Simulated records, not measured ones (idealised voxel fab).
process module | voxel fin reveal
cross-section cut | 200 nm wide | cells 5 nm
A cross-section is a grid of square cells, given in bands from the top down. A band is one or more rows of cells.
Each band's line starts with the height of the band's top and of its bottom, in nm. Then come its materials from left to right, each with its width in nm. One material with "throughout" fills the band from edge to edge. "air" is empty space.
Height 0 is the level under which the wafer as received is all one material. The lowest band goes on downwards, as in "0 down".
A width such as "30 to 40" changes by the same amount from each row of cells to the next, from the band's top row to its bottom row.
"no change" after a step means that no cell of the cross-section changed.
closed voids: empty space of 8 cells or more with no open way to the top, each as width x height at its distance from the left edge, in nm
after a step's settings: what the simulator itself notes on the step
overlay nm, on a step with a mask: how far to the right of its planned place the mask lay; to the left if negative
plan
1 op RECEIVE | material Si
2 op CONFORMAL_DEP | material SiN | thk nm 5
3 op DIRECTIONAL_DEP | material aC | thk nm 15
4 op PATTERN | tone cover | mask id FINS | material resist | width nm 15 | pitch nm 35 | thk nm 35 | overlay nm 0
5 op DIRECTIONAL_ETCH | etch materials aC | depth nm 15
6 op STRIP | etch materials resist
7 op DIRECTIONAL_ETCH | etch materials SiN | depth nm 5
8 op DIRECTIONAL_ETCH | etch materials Si | depth nm 35
9 op STRIP | etch materials aC
10 op OXIDIZE | depth nm 5
11 op FILL_DEP | material SiO2 | thk nm 10
12 op CMP | height nm 5
13 op SELECTIVE_ETCH | etch materials SiO2 | depth nm 30
14 op STRIP | etch materials SiN
as received, after step 1
  0 down: Si throughout
  closed voids: none
a wafer at the end: this start, this plan, one mistake
  0 to -25: air 80 | Si 10 | air 25 | Si 10 | air 75
  -25 to -40: SiO2 80 | Si 10 | SiO2 25 | Si 10 | SiO2 75
  -40 down: Si throughout
  closed voids: none
what went wrong: step 4 ran as: op PATTERN | tone cover | mask id FINS | material resist | width nm 20 | pitch nm 35 | thk nm 35 | overlay nm 0
